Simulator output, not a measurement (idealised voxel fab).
process module | voxel capacitor over wiring
cross-section cut | 160 nm wide | cells 5 nm
A cross-section is a grid of square cells, given in bands from the top down. A band is one or more rows of cells.
Each band's line starts with the height of the band's top and of its bottom, in nm. Then come its materials from left to right, each with its width in nm. One material with "throughout" fills the band from edge to edge. "air" is empty space.
Height 0 is the level under which the wafer as received is all one material. The lowest band goes on downwards, as in "0 down".
A width such as "30 to 40" changes by the same amount from each row of cells to the next, from the band's top row to its bottom row.
"no change" after a step means that no cell of the cross-section changed.
closed voids: empty space of 8 cells or more with no open way to the top, each as width x height at its distance from the left edge, in nm
after a step's settings: what the simulator itself notes on the step
overlay nm, on a step with a mask: how far to the right of its planned place the mask lay; to the left if negative
plan
1 op RECEIVE | material Si
2 op CONFORMAL_DEP | material SiO2 | thk nm 10
3 op DIRECTIONAL_DEP | material TiN | thk nm 5
4 op DIRECTIONAL_DEP | material Ru | thk nm 15
5 op MASKED_ETCH | tone cover | mask id METAL_1 | width nm 20 | pitch nm 90 | etch materials Ru | depth nm 15 | overlay nm 0
6 op MASKED_ETCH | tone cover | mask id METAL_1 | width nm 20 | pitch nm 90 | etch materials TiN | depth nm 5 | overlay nm 0
7 op CONFORMAL_DEP | material SiN | thk nm 5
8 op FILL_DEP | material lowk | thk nm 5
9 op CMP | height nm 30
10 op CONFORMAL_DEP | material SiCN | thk nm 5
11 op DIRECTIONAL_DEP | material lowk | thk nm 20
12 op DIRECTIONAL_DEP | material aC | thk nm 10
13 op PATTERN | tone open | mask id PLUG_1 | material resist | width nm 15 | thk nm 25 | overlay nm 0
14 op DIRECTIONAL_ETCH | etch materials aC | depth nm 10
15 op STRIP | etch materials resist
16 op DIRECTIONAL_ETCH | etch materials lowk | depth nm 20
17 op DIRECTIONAL_ETCH | etch materials SiCN | depth nm 5
18 op STRIP | etch materials aC
19 op EPI | material Ru | thk nm 10
20 op EPI | material Ru | thk nm 10
21 op EPI | material Ru | thk nm 5
22 op DIRECTIONAL_DEP | material TiN | thk nm 10
23 op DIRECTIONAL_DEP | material Al2O3 | thk nm 5
24 op DIRECTIONAL_DEP | material TiN | thk nm 10
25 op MASKED_ETCH | tone cover | mask id UPPER_PLATE | width nm 75 | etch materials TiN | depth nm 10 | overlay nm 0
26 op MASKED_ETCH | tone cover | mask id UPPER_PLATE | width nm 75 | etch materials Al2O3 | depth nm 5 | overlay nm 0
27 op DIRECTIONAL_DEP | material aC | thk nm 15
28 op PATTERN | tone cover | mask id LOWER_PLATE | material resist | width nm 85 | thk nm 35 | overlay nm 0
29 op DIRECTIONAL_ETCH | etch materials aC | depth nm 15
30 op STRIP | etch materials resist
31 op DIRECTIONAL_ETCH | etch materials TiN | depth nm 10
32 op STRIP | etch materials aC
33 op FILL_DEP | material SiO2 | thk nm 20
34 op CMP | height nm 95
35 op PATTERN | tone open | mask id PLUG_2 | material resist | width nm 15 | thk nm 20 | overlay nm 0
36 op DIRECTIONAL_ETCH | etch materials SiO2 | depth nm 15
37 op STRIP | etch materials resist
38 op CONFORMAL_DEP | material TiN | thk nm 5
39 op FILL_DEP | material Cu | thk nm 5
40 op CMP | height nm 95
41 op CONFORMAL_DEP | material SiCN | thk nm 5
first wafer, as planned
as received, after step 1
  0 down: Si throughout
  closed voids: none
after step 2
  10 to 0: SiO2 throughout
  below 0: unchanged
after step 3
  15 to 10: TiN throughout
  below 10: unchanged
after step 4
  30 to 15: Ru throughout
  below 15: unchanged
after step 5
  30 to 15: air 25 | Ru 20 | air 70 | Ru 20 | air 25
  below 15: unchanged
after step 6
  30 to 15: air 25 | Ru 20 | air 70 | Ru 20 | air 25
  15 to 10: air 25 | TiN 20 | air 70 | TiN 20 | air 25
  below 10: unchanged
after step 7
  35 to 30: air 20 | SiN 30 | air 60 | SiN 30 | air 20
  30 to 15: air 20 | SiN 5 | Ru 20 | SiN 5 | air 60 | SiN 5 | Ru 20 | SiN 5 | air 20
  15 to 10: SiN 25 | TiN 20 | SiN 70 | TiN 20 | SiN 25
  below 10: unchanged
after step 8
  40 to 35: lowk throughout
  35 to 30: lowk 20 | SiN 30 | lowk 60 | SiN 30 | lowk 20
  30 to 15: lowk 20 | SiN 5 | Ru 20 | SiN 5 | lowk 60 | SiN 5 | Ru 20 | SiN 5 | lowk 20
  below 15: unchanged
after step 9
  30 to 15: lowk 20 | SiN 5 | Ru 20 | SiN 5 | lowk 60 | SiN 5 | Ru 20 | SiN 5 | lowk 20
  below 15: unchanged
after step 10
  35 to 30: SiCN throughout
  below 30: unchanged
after step 11
  55 to 35: lowk throughout
  below 35: unchanged
after step 12
  65 to 55: aC throughout
  below 55: unchanged
after step 13
  90 to 65: resist 30 | air 15 | resist 115
  below 65: unchanged
after step 14
  80 to 65: resist 30 | air 15 | resist 115
  65 to 55: aC 30 | air 15 | aC 115
  below 55: unchanged
after step 15
  65 to 55: aC 30 | air 15 | aC 115
  below 55: unchanged
after step 16
  65 to 55: aC 30 | air 15 | aC 115
  55 to 35: lowk 30 | air 15 | lowk 115
  below 35: unchanged
after step 17
  65 to 55: aC 30 | air 15 | aC 115
  55 to 35: lowk 30 | air 15 | lowk 115
  35 to 30: SiCN 30 | air 15 | SiCN 115
  below 30: unchanged
after step 18
  55 to 35: lowk 30 | air 15 | lowk 115
  below 35: unchanged
after step 19
  55 to 40: lowk 30 | air 15 | lowk 115
  40 to 35: lowk 30 | Ru 15 | lowk 115
  35 to 30: SiCN 30 | Ru 15 | SiCN 115
  below 30: unchanged
after step 20
  55 to 50: lowk 30 | air 15 | lowk 115
  50 to 35: lowk 30 | Ru 15 | lowk 115
  below 35: unchanged
after step 21
  55 to 35: lowk 30 | Ru 15 | lowk 115
  below 35: unchanged
after step 22
  65 to 55: TiN throughout
  below 55: unchanged
after step 23
  70 to 65: Al2O3 throughout
  below 65: unchanged
after step 24
  80 to 70: TiN throughout
  below 70: unchanged
after step 25
  80 to 70: air 30 | TiN 75 | air 55
  below 70: unchanged
after step 26
  80 to 70: air 30 | TiN 75 | air 55
  70 to 65: air 30 | Al2O3 75 | air 55
  below 65: unchanged
after step 27
  95 to 80: air 30 | aC 75 | air 55
  80 to 70: aC 30 | TiN 75 | aC 55
  70 to 65: aC 30 | Al2O3 75 | aC 55
  below 65: unchanged
after step 28
  130 to 95: air 25 | resist 85 | air 50
  95 to 80: air 25 | resist 5 | aC 75 | resist 5 | air 50
  below 80: unchanged
after step 29
  115 to 95: air 25 | resist 85 | air 50
  95 to 80: air 25 | resist 5 | aC 75 | resist 5 | air 50
  80 to 70: air 25 | aC 5 | TiN 75 | aC 5 | air 50
  70 to 65: air 25 | aC 5 | Al2O3 75 | aC 5 | air 50
  below 65: unchanged
after step 30
  95 to 80: air 30 | aC 75 | air 55
  below 80: unchanged
after step 31
  95 to 80: air 30 | aC 75 | air 55
  80 to 70: air 25 | aC 5 | TiN 75 | aC 5 | air 50
  70 to 65: air 25 | aC 5 | Al2O3 75 | aC 5 | air 50
  65 to 55: air 25 | TiN 85 | air 50
  below 55: unchanged
after step 32
  80 to 70: air 30 | TiN 75 | air 55
  70 to 65: air 30 | Al2O3 75 | air 55
  below 65: unchanged
after step 33
  100 to 80: SiO2 throughout
  80 to 70: SiO2 30 | TiN 75 | SiO2 55
  70 to 65: SiO2 30 | Al2O3 75 | SiO2 55
  65 to 55: SiO2 25 | TiN 85 | SiO2 50
  below 55: unchanged
after step 34
  95 to 80: SiO2 throughout
  below 80: unchanged
after step 35
  115 to 95: resist 40 | air 15 | resist 105
  below 95: unchanged
after step 36
  115 to 95: resist 40 | air 15 | resist 105
  95 to 80: SiO2 40 | air 15 | SiO2 105
  below 80: unchanged
after step 37
  95 to 80: SiO2 40 | air 15 | SiO2 105
  below 80: unchanged
after step 38
  100 to 95: TiN 45 | air 5 | TiN 110
  95 to 85: SiO2 40 | TiN 5 | air 5 | TiN 5 | SiO2 105
  85 to 80: SiO2 40 | TiN 15 | SiO2 105
  below 80: unchanged
after step 39
  105 to 100: Cu throughout
  100 to 95: TiN 45 | Cu 5 | TiN 110
  95 to 85: SiO2 40 | TiN 5 | Cu 5 | TiN 5 | SiO2 105
  below 85: unchanged
after step 40
  95 to 85: SiO2 40 | TiN 5 | Cu 5 | TiN 5 | SiO2 105
  below 85: unchanged
after step 41
  100 to 95: SiCN throughout
  below 95: unchanged
second wafer: like start, like plan, one mistake. Through step 34 it matches the first wafer
when step 35 should have ended
  115 to 95: air 40 | resist 15 | air 105
  below 95: unchanged
when step 36 should have ended
  115 to 95: air 40 | resist 15 | air 105
  95 to 80: air 40 | SiO2 15 | air 105
  below 80: unchanged
when step 37 should have ended
  95 to 80: air 40 | SiO2 15 | air 105
  below 80: unchanged
when step 38 should have ended
  100 to 95: air 35 | TiN 25 | air 100
  95 to 85: air 35 | TiN 5 | SiO2 15 | TiN 5 | air 100
  85 to 80: TiN 40 | SiO2 15 | TiN 105
  below 80: unchanged
when step 39 should have ended
  105 to 100: Cu throughout
  100 to 95: Cu 35 | TiN 25 | Cu 100
  95 to 85: Cu 35 | TiN 5 | SiO2 15 | TiN 5 | Cu 100
  below 85: unchanged
when step 40 should have ended
  95 to 85: Cu 35 | TiN 5 | SiO2 15 | TiN 5 | Cu 100
  below 85: unchanged
when step 41 should have ended
  100 to 95: SiCN throughout
  below 95: unchanged
what went wrong: step 35 ran as: op PATTERN | tone cover | mask id PLUG_2 | material resist | width nm 15 | thk nm 20 | overlay nm 0
at the end the second wafer has, in cells: 52 more of Cu | 78 fewer of SiO2 | 26 more of TiN
